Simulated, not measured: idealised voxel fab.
This is a process module. Its name is voxel released beams.
It is cross-section cut that appears here, measuring 285 nm in width, its square cells being 5 nm in size.
In what follows, cross-sections appear as grids of square cells, described through bands that run from the top down, where every band is one or more rows of cells.
In this notation a band is specified by the heights of its top and bottom, in that order and in nm, after which its materials appear from left to right, each paired with its width in nm. The word "edge to edge" attached to a single material means that material fills the band from edge to edge; the word "empty" stands for empty space.
Measure heights from 0. That's the level where, below it, the as-received wafer is all one material. The lowest band is bottomless and extends downward; write it as in "0 nm and below".
Graded width ("30->40"): value in top row of band = first number; value in bottom row = second number; row-to-row change constant.
"no alteration" for a step: no cell of the cross-section changed in that step.
"Listed closed voids": sealed empty spaces, 8 cells or more, no open way to top, listed width x height at distance, with distance from the left edge and width, height and distance in nm.
Where a step's line continues beyond its settings, the continuation is a remark by the simulator itself on that step.
You can add "overlay nm" to a step's line. For a step with a mask, it describes how far the mask lay to the right of its planned position, and a negative number describes a lay to the left.
[Planned step list for the process]
1,RECEIVE: material Si
2,CONFORMAL_DEP: material Al2O3, thk nm 5
3,DIRECTIONAL_DEP: material SiO2, thk nm 20
4,PATTERN: tone open, mask id ANCHOR, material resist, width nm 35, thk nm 20, overlay nm 0
5,DIRECTIONAL_ETCH: etch materials SiO2, depth nm 20
6,STRIP: etch materials resist
7,CONFORMAL_DEP: material SiN, thk nm 15
8,MASKED_ETCH: tone cover, mask id BEAM, width nm 85, etch materials SiN, depth nm 15, overlay nm 0
9,STRIP: etch materials SiO2
[The cross-section here shows the wafer as received, i.e. in its state after step 1]
	0 nm and below | Si edge to edge
	Listed closed voids: none
[The following cross-section depicts the wafer upon conclusion of the module. Processing commenced from the starting condition illustrated above and adhered to the plan illustrated above, save for one mistake in execution]
	55 nm to 40 nm | empty 95 nm  SiN 85 nm  empty 105 nm
	40 nm to 25 nm | SiN edge to edge
	25 nm to 5 nm | SiO2 100 nm  SiN 35 nm  SiO2 150 nm
	5 nm to 0 nm | Al2O3 edge to edge
	0 nm and below | Si edge to edge
	Listed closed voids: none
Heads up, the wafer didn't run the way we planned it: the plan's step 7 ran twice
